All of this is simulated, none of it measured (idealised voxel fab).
This is a process module. Its name is voxel transistor to metal.
Section shown: cut. Width: 185 nm. Cell size: 5 nm, square.
Square cells in a grid make up a cross-section in this document, and the grid is given as bands, listed from the top down, each one or more rows of cells.
Band: top and bottom heights (nm) first, top before bottom; then materials from left to right, widths in nm. "all across" marks a sole material filling the band edge to edge. "empty" denotes empty space.
Zero point of the height axis is 0; under it, received wafer = one material. Lowest band: continues down indefinitely, "z 0 and below".
The expression "30 to 40" gives the width at the extremes of the band, the first number at its top row of cells and the second at its bottom row, with the width changing by equal amounts from each row to the next in between.
Take "no modifications" at face value: in the step it is given for, the cross-section changed in none of its cells.
Entry "Closed void catalog" = empty spaces >= 8 cells with no open way to the top; each as width x height at distance, distance from left edge, all nm.
Step line, after settings: the simulator's comment on this step.
A step line may carry the setting "overlay nm", which, for steps involving a mask, states the distance by which the mask lay to the right of its intended position; negative values denote displacement to the left.
List of planned process steps
1) op RECEIVE | material Si
2) op CONFORMAL_DEP | material SiO2 | thk nm 5
3) op CONFORMAL_DEP | material SiN | thk nm 10
4) op MASKED_ETCH | tone cover | mask id ACTIVE | width nm 120 | etch materials SiN | depth nm 10 | overlay nm 0
5) op MASKED_ETCH | tone cover | mask id ACTIVE | width nm 120 | etch materials SiO2 | depth nm 5 | overlay nm 0
6) op MASKED_ETCH | tone cover | mask id ACTIVE | width nm 120 | etch materials Si | depth nm 20 | overlay nm 0
7) op OXIDIZE | depth nm 5
8) op FILL_DEP | material SiO2 | thk nm 5
9) op CMP | height nm 15
10) op SELECTIVE_ETCH | etch materials SiO2 | depth nm 10
11) op STRIP | etch materials SiN
12) op SELECTIVE_ETCH | etch materials SiO2 | depth nm 5
13) op OXIDIZE | depth nm 5
14) op DIRECTIONAL_DEP | material polySi | thk nm 25
15) op DIRECTIONAL_DEP | material SiCN | thk nm 10
16) op MASKED_ETCH | tone cover | mask id GATE | width nm 30 | etch materials SiCN | depth nm 20 | overlay nm 0
17) op MASKED_ETCH | tone cover | mask id GATE | width nm 30 | etch materials polySi | depth nm 35 | overlay nm 0
18) op CONFORMAL_DEP | material SiO2 | thk nm 5
19) op DIRECTIONAL_ETCH | etch materials SiO2 | depth nm 5
20) op CONFORMAL_DEP | material SiN | thk nm 5
21) op DIRECTIONAL_ETCH | etch materials SiN | depth nm 5
22) op DIRECTIONAL_ETCH | etch materials SiO2 | depth nm 5
23) op DIRECTIONAL_ETCH | etch materials Si | depth nm 15
24) op EPI | material SiGe | thk nm 20
25) op FILL_DEP | material SiO2 | thk nm 10
26) op CMP | height nm 25
27) op STRIP | etch materials polySi
28) op SELECTIVE_ETCH | etch materials SiO2 | depth nm 5
29) op CONFORMAL_DEP | material HfO2 | thk nm 5
30) op CONFORMAL_DEP | material TiN | thk nm 5
31) op FILL_DEP | material W | thk nm 10
32) op CMP | height nm 20
33) op DIRECTIONAL_DEP | material SiO2 | thk nm 10
34) op DIRECTIONAL_DEP | material aC | thk nm 10
35) op PATTERN | tone open | mask id CONTACT | material resist | width nm 20 | pitch nm 90 | thk nm 25 | overlay nm 0
36) op DIRECTIONAL_ETCH | etch materials aC | depth nm 10
37) op STRIP | etch materials resist
38) op DIRECTIONAL_ETCH | etch materials SiO2 | depth nm 30
39) op STRIP | etch materials aC
40) op CONFORMAL_DEP | material TiN | thk nm 5
41) op FILL_DEP | material Ru | thk nm 5
42) op CMP | height nm 30
43) op CONFORMAL_DEP | material SiCN | thk nm 5
44) op DIRECTIONAL_DEP | material lowk | thk nm 25
45) op DIRECTIONAL_DEP | material aC | thk nm 15
46) op PATTERN | tone open | mask id METAL_1 | material resist | width nm 20 | pitch nm 90 | thk nm 35 | overlay nm 0
47) op DIRECTIONAL_ETCH | etch materials aC | depth nm 15
48) op STRIP | etch materials resist
49) op DIRECTIONAL_ETCH | etch materials lowk | depth nm 25
50) op DIRECTIONAL_ETCH | etch materials SiCN | depth nm 5
51) op STRIP | etch materials aC
52) op CONFORMAL_DEP | material TiN | thk nm 5
53) op FILL_DEP | material Ru | thk nm 5
54) op CMP | height nm 60
55) op CONFORMAL_DEP | material SiCN | thk nm 5
As received (post step 1): cross-section
* z 0 and below | Si all across
* Closed void catalog: none
Starting structure and process plan are as shown above, but one mistake was made in running the module; the wafer cross-section at the end of the module follows
* z 65 to 60 | SiCN all across
* z 60 to 35 | lowk (35) | TiN (5) | Ru (10) | TiN (5) | lowk (70) | TiN (5) | Ru (10) | TiN (5) | lowk (40)
* z 35 to 30 | SiCN (35) | TiN (20) | SiCN (70) | TiN (20) | SiCN (40)
* z 30 to 20 | SiO2 (35) | TiN (5) | Ru (10) | TiN (5) | SiO2 (70) | TiN (5) | Ru (10) | TiN (5) | SiO2 (40)
* z 20 to 15 | SiO2 (35) | TiN (20) | SiO2 (10) | SiN (5) | TiN (5) | W (30) | TiN (5) | SiN (5) | SiO2 (10) | TiN (20) | SiO2 (40)
* z 15 to 0 | SiO2 (35) | TiN (10) | SiGe (20) | SiN (5) | TiN (5) | W (30) | TiN (5) | SiN (5) | SiGe (20) | TiN (10) | SiO2 (40)
* z 0 to -5 | SiO2 (30) | SiGe (35) | SiO2 (5) | TiN (40) | SiO2 (5) | SiGe (35) | SiO2 (35)
* z -5 to -20 | SiO2 (35) | SiGe (30) | Si (50) | SiGe (30) | SiO2 (40)
* z -20 to -25 | SiO2 (35) | Si (110) | SiO2 (40)
* z -25 and below | Si all across
* Closed void catalog: none
Want to know what went wrong? skipped: plan step 29 (never run)
